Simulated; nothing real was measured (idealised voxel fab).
Title: Process Module voxel trench capacitor
Cross-sectional view cut (width: 205 nm; square cell size: 5 nm).
A cross-section in this document is a grid of square cells, and it is written down as bands, the top band listed before the ones below it; a band is made up of one or more rows of cells. Each band's line starts with the height of the band's top and of its bottom, in nm. Then come its materials from left to right, each with its width in nm. One material with "full width" fills the band from edge to edge. "blank" is empty space. Below 0: as-received wafer, all one material; heights counted from there. Lowest band: no bottom, goes on down, written "0 nm and below". Width: "30->40" (first number = top row, second number = bottom row, same change from row to row of cells). A step reported as "no change" is a step in which no cell of the cross-section changed. Entry "Unvented internal voids" = empty spaces >= 8 cells with no open way to the top; each as width x height at distance, distance from left edge, all nm. Past the settings on a step's line: simulator remark, on that step. "overlay nm" answers the question of how far to the right of plan the mask lay on a step that has a mask, and when it is negative the answer is to the left.
-- plan
1 RECEIVE,material Si
2 CONFORMAL_DEP,material SiN,thk nm 10
3 DIRECTIONAL_DEP,material aC,thk nm 10
4 PATTERN,tone open,mask id TRENCH,material resist,width nm 15,pitch nm 45,thk nm 25,overlay nm 0
5 DIRECTIONAL_ETCH,etch materials aC,depth nm 10
6 STRIP,etch materials resist
7 DIRECTIONAL_ETCH,etch materials SiN,depth nm 10
8 DIRECTIONAL_ETCH,etch materials Si,depth nm 40
9 STRIP,etch materials aC
10 CONFORMAL_DEP,material Al2O3,thk nm 5
11 FILL_DEP,material polySi,thk nm 5
12 CMP,height nm 10
-- Here's what the wafer looked like in cross-section when it arrived - that's after step 1
> 0 nm and below: Si full width
> Unvented internal voids: none
-- Cross-section taken at module completion on the first of two wafers; processed per the plan
> 10 nm to 0 nm: 50 SiN / 5 Al2O3 / 5 polySi / 5 Al2O3 / 30 SiN / 5 Al2O3 / 5 polySi / 5 Al2O3 / 30 SiN / 5 Al2O3 / 5 polySi / 5 Al2O3 / 50 SiN
> 0 nm to -35 nm: 50 Si / 5 Al2O3 / 5 polySi / 5 Al2O3 / 30 Si / 5 Al2O3 / 5 polySi / 5 Al2O3 / 30 Si / 5 Al2O3 / 5 polySi / 5 Al2O3 / 50 Si
> -35 nm to -40 nm: 50 Si / 15 Al2O3 / 30 Si / 15 Al2O3 / 30 Si / 15 Al2O3 / 50 Si
> -40 nm and below: Si full width
> Unvented internal voids: none
-- The second wafer, shown in cross-section after the module: started the same way as the first and given the same plan, yet one mistake crept into how it was run
> 10 nm to 0 nm: 55 SiN / 5 Al2O3 / 5 polySi / 5 Al2O3 / 30 SiN / 5 Al2O3 / 5 polySi / 5 Al2O3 / 30 SiN / 5 Al2O3 / 5 polySi / 5 Al2O3 / 45 SiN
> 0 nm to -35 nm: 55 Si / 5 Al2O3 / 5 polySi / 5 Al2O3 / 30 Si / 5 Al2O3 / 5 polySi / 5 Al2O3 / 30 Si / 5 Al2O3 / 5 polySi / 5 Al2O3 / 45 Si
> -35 nm to -40 nm: 55 Si / 15 Al2O3 / 30 Si / 15 Al2O3 / 30 Si / 15 Al2O3 / 45 Si
> -40 nm and below: Si full width
> Unvented internal voids: none
The plan and the run diverged here: in deviation from the planned setting, step 4 was conducted as PATTERN,tone open,mask id TRENCH,material resist,width nm 15,pitch nm 45,thk nm 25,overlay nm 5
Both wafers, final: cells per material equal; arrangement not.
